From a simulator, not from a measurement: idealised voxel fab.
process module | voxel transistor to metal
Shown is cross-section cut, with a width of 285 nm and square cells of size 5 nm.
Notation: cross-section as square-cell grid; stated in bands, top first, going down; one or more cell rows per band.
Top, bottom (nm), then materials left to right with widths (nm); lone material tagged "edge to edge" fills the whole band edge to edge; "air" = empty space.
Note: height 0 marks the level under which the wafer is uniformly one material as received. Lowest band unbounded below, written "0 -> down".
The two numbers in a width such as "30 to 40" mark its ends across the band: the first belongs to the top row of cells, the second to the bottom row, and from each row to the next the width moves by the same amount.
What does "everything unchanged" mean for a step? It means no cell of the cross-section changed in that step.
Entry "Enclosed void entries" = empty spaces >= 8 cells with no open way to the top; each as width x height at distance, distance from left edge, all nm.
What comes after the settings on a step's line is commentary from the simulator itself on that step.
If you see "overlay nm" on a step's line and that step has a mask, it's telling you how far right of where it was planned the mask ended up; a negative number means it went left instead.

**The process steps that were planned are listed below**
1,RECEIVE (material Si)
2,OXIDIZE (depth nm 5)
3,CONFORMAL_DEP (material SiN; thk nm 10)
4,PATTERN (tone cover; mask id ACTIVE; material resist; width nm 115; pitch nm 135; thk nm 15; overlay nm 0)
5,DIRECTIONAL_ETCH (etch materials SiN; depth nm 10)
6,DIRECTIONAL_ETCH (etch materials SiO2; depth nm 5)
7,DIRECTIONAL_ETCH (etch materials Si; depth nm 20)
8,STRIP (etch materials resist)
9,FILL_DEP (material SiO2; thk nm 15)
10,CMP (height nm 10)
11,SELECTIVE_ETCH (etch materials SiO2; depth nm 10)
12,STRIP (etch materials SiN)
13,SELECTIVE_ETCH (etch materials SiO2; depth nm 5)
14,OXIDIZE (depth nm 5)
15,DIRECTIONAL_DEP (material polySi; thk nm 25)
16,DIRECTIONAL_DEP (material SiCN; thk nm 10)
17,MASKED_ETCH (tone cover; mask id GATE; width nm 15; pitch nm 135; etch materials SiCN; depth nm 20; overlay nm 0)
18,MASKED_ETCH (tone cover; mask id GATE; width nm 15; pitch nm 135; etch materials polySi; depth nm 35; overlay nm 0)
19,CONFORMAL_DEP (material SiN; thk nm 5)
20,DIRECTIONAL_ETCH (etch materials SiN; depth nm 5)
21,DIRECTIONAL_ETCH (etch materials SiO2; depth nm 5)
22,EPI (material nSi; thk nm 5)
23,FILL_DEP (material SiO2; thk nm 5)
24,CMP (height nm 30)
25,DIRECTIONAL_DEP (material SiO2; thk nm 15)
26,MASKED_ETCH (tone open; mask id CONTACT; width nm 20; etch materials SiO2; depth nm 50; overlay nm 0)
27,CONFORMAL_DEP (material TiN; thk nm 5)
28,FILL_DEP (material W; thk nm 5)
29,CMP (height nm 45)
30,CONFORMAL_DEP (material SiCN; thk nm 5)
31,DIRECTIONAL_DEP (material SiO2; thk nm 25)
32,PATTERN (tone open; mask id METAL_1; material resist; width nm 20; thk nm 20; overlay nm 0)
33,DIRECTIONAL_ETCH (etch materials SiO2; depth nm 25)
34,DIRECTIONAL_ETCH (etch materials SiCN; depth nm 5)
35,STRIP (etch materials resist)
36,CONFORMAL_DEP (material TiN; thk nm 5)
37,FILL_DEP (material Cu; thk nm 10)
38,CMP (height nm 75)
39,CONFORMAL_DEP (material SiCN; thk nm 5)

**Incoming wafer, cross-sectional view, post step 1**
	0 -> down: Si edge to edge
	Enclosed void entries: none

**The module was run from the start shown above using the plan shown above, but one mistake was made doing it; the resulting wafer cross-section is below**
	80 -> 75: SiCN edge to edge
	75 -> 50: SiO2=25  TiN=5  Cu=10  TiN=5  SiO2=55  TiN=5  Cu=10  TiN=5  SiO2=40  TiN=5  Cu=10  TiN=5  SiO2=55  TiN=5  Cu=10  TiN=5  SiO2=30
	50 -> 45: SiCN=25  TiN=20  SiCN=55  TiN=20  SiCN=40  TiN=20  SiCN=55  TiN=20  SiCN=30
	45 -> 30: SiO2=15  TiN=5  W=10  TiN=5  SiO2=55  TiN=5  W=10  TiN=5  SiO2=40  TiN=5  W=10  TiN=5  SiO2=55  TiN=5  W=10  TiN=5  SiO2=40
	30 -> 20: SiO2=15  TiN=5  W=10  TiN=5  SiO2=25  SiN=5  SiCN=15  SiN=5  SiO2=5  TiN=5  W=10  TiN=5  SiO2=40  TiN=5  W=10  TiN=5  SiO2=25  SiN=5  SiCN=15  SiN=5  SiO2=5  TiN=5  W=10  TiN=5  SiO2=40
	20 -> 0: SiO2=15  TiN=5  W=10  TiN=5  SiO2=25  SiN=5  polySi=15  SiN=5  SiO2=5  TiN=5  W=10  TiN=5  SiO2=40  TiN=5  W=10  TiN=5  SiO2=25  SiN=5  polySi=15  SiN=5  SiO2=5  TiN=5  W=10  TiN=5  SiO2=40
	0 -> -5: SiO2=15  TiN=20  SiO2=25  SiN=5  polySi=15  SiN=5  SiO2=5  TiN=20  SiO2=40  TiN=20  SiO2=25  SiN=5  polySi=15  SiN=5  SiO2=5  TiN=20  SiO2=40
	-5 -> -10: SiO2=10  nSi=50  SiO2=25  nSi=50  SiO2=10  nSi=50  SiO2=25  nSi=50  SiO2=15
	-10 -> -25: SiO2=15  Si=115  SiO2=20  Si=115  SiO2=20
	-25 -> down: Si edge to edge
	Enclosed void entries: none
Diagnosis: step 26 deviated from plan and actually ran as MASKED_ETCH (tone open; mask id CONTACT; width nm 20; etch materials SiO2; depth nm 50; overlay nm -10)
